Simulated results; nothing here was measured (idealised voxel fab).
Title: Process Module voxel quadruple lines
The width of the displayed cross-section, cut, is 270 nm; its cells are square, with a size of 5 nm.
Square cells in a grid make up a cross-section in this document, and the grid is given as bands, listed from the top down, each one or more rows of cells.
Basically the band line says how high the top is and how high the bottom is, in nm, and then what's in it from left to right, every material with its width in nm. Empty space shows up as "air", and if a single material carries "all across" it runs the full band edge to edge.
Height is counted from the level 0, under which the received wafer is composed throughout of one material. The lowest of the bands is not closed at the bottom but continues downward, in the notation "0 -> down".
A width such as "30 to 40" changes by the same amount from each row of cells to the next, from the band's top row to its bottom row.
Where the words "remained the same" appear for a step, the cross-section shows no cell changed by that step; every cell remained as before.
If an empty space has no open way to the top and is at least 8 cells in size, "Enclosed cavity list" lists it, written width x height at distance, where distance is measured from the left edge and every value is in nm.
Past the settings on a step's line: simulator remark, on that step.
If you see "overlay nm" on a step's line and that step has a mask, it's telling you how far right of where it was planned the mask ended up; a negative number means it went left instead.
## The process steps that were planned are listed below
- 1: RECEIVE,material Si
- 2: CONFORMAL_DEP,material Al2O3,thk nm 10
- 3: DIRECTIONAL_DEP,material TiN,thk nm 10
- 4: DIRECTIONAL_DEP,material polySi,thk nm 15
- 5: DIRECTIONAL_DEP,material aC,thk nm 25
- 6: PATTERN,tone cover,mask id MANDREL,material resist,width nm 20,pitch nm 60,thk nm 30,overlay nm 0
- 7: DIRECTIONAL_ETCH,etch materials aC,depth nm 25
- 8: STRIP,etch materials resist
- 9: CONFORMAL_DEP,material SiO2,thk nm 10
- 10: DIRECTIONAL_ETCH,etch materials SiO2,depth nm 10
- 11: STRIP,etch materials aC
- 12: DIRECTIONAL_ETCH,etch materials polySi,depth nm 15
- 13: STRIP,etch materials SiO2
- 14: CONFORMAL_DEP,material SiCN,thk nm 5
- 15: DIRECTIONAL_ETCH,etch materials SiCN,depth nm 5
- 16: STRIP,etch materials polySi
- 17: DIRECTIONAL_ETCH,etch materials TiN,depth nm 10
- 18: STRIP,etch materials SiCN
## Here's what the wafer looked like in cross-section when it arrived - that's after step 1
0 -> down: Si all across
Enclosed cavity list: none
## Here's the cross-section of the first of our two wafers at the end of the module - it ran as planned
20 -> 10: 80 of air, 5 of TiN, 10 of air, 5 of TiN, 10 of air, 5 of TiN, 10 of air, 5 of TiN, 10 of air, 5 of TiN, 10 of air, 5 of TiN, 10 of air, 5 of TiN, 10 of air, 5 of TiN, 80 of air
10 -> 0: Al2O3 all across
0 -> down: Si all across
Enclosed cavity list: none
## Wafer two, end of module, cross-section. Same start, same plan as wafer one. One mistake in the run
20 -> 10: 85 of air, 5 of TiN, 10 of air, 5 of TiN, 10 of air, 5 of TiN, 10 of air, 5 of TiN, 10 of air, 5 of TiN, 10 of air, 5 of TiN, 10 of air, 5 of TiN, 10 of air, 5 of TiN, 75 of air
10 -> 0: Al2O3 all across
0 -> down: Si all across
Enclosed cavity list: none
What was the processing mistake? step 6 was processed under conditions differing from the plan, specifically as PATTERN,tone cover,mask id MANDREL,material resist,width nm 20,pitch nm 60,thk nm 30,overlay nm 5
The two final wafers agree on how many cells each material fills and disagree on which cells those are.
